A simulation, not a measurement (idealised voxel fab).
process module | voxel ribs on slabs
cross-section cut | 190 nm wide | cells 5 nm
A cross-section is a grid of square cells, given in bands from the top down. A band is one or more rows of cells.
Each band's line starts with the height of the band's top and of its bottom, in nm. Then come its materials from left to right, each with its width in nm. One material with "throughout" fills the band from edge to edge. "air" is empty space.
Height 0 is the level under which the wafer as received is all one material. The lowest band goes on downwards, as in "0 down".
A width such as "30 to 40" changes by the same amount from each row of cells to the next, from the band's top row to its bottom row.
"no change" after a step means that no cell of the cross-section changed.
closed voids: empty space of 8 cells or more with no open way to the top, each as width x height at its distance from the left edge, in nm
after a step's settings: what the simulator itself notes on the step
overlay nm, on a step with a mask: how far to the right of its planned place the mask lay; to the left if negative
plan
1 op RECEIVE | material Si
2 op DIRECTIONAL_DEP | material SiO2 | thk nm 30
3 op DIRECTIONAL_DEP | material SiN | thk nm 25
4 op MASKED_ETCH | tone cover | mask id RIB | width nm 20 | etch materials SiN | depth nm 15 | overlay nm 0
5 op MASKED_ETCH | tone cover | mask id SLAB | width nm 50 | etch materials SiN | depth nm 10 | overlay nm 0
6 op FILL_DEP | material SiO2 | thk nm 15
7 op CMP | height nm 65
8 op DIRECTIONAL_DEP | material TiN | thk nm 10
9 op PATTERN | tone cover | mask id HEATER | material resist | width nm 30 | thk nm 20 | overlay nm 0
10 op DIRECTIONAL_ETCH | etch materials TiN | depth nm 10
11 op STRIP | etch materials resist
12 op CONFORMAL_DEP | material SiN | thk nm 10
as received, after step 1
  0 down: Si throughout
  closed voids: none
a wafer at the end: this start, this plan, one mistake
  75 to 65: air 80 | TiN 30 | air 80
  65 to 55: SiO2 throughout
  55 to 40: SiO2 85 | SiN 20 | SiO2 85
  40 to 30: SiO2 70 | SiN 50 | SiO2 70
  30 to 0: SiO2 throughout
  0 down: Si throughout
  closed voids: none
what went wrong: step 12 was left out
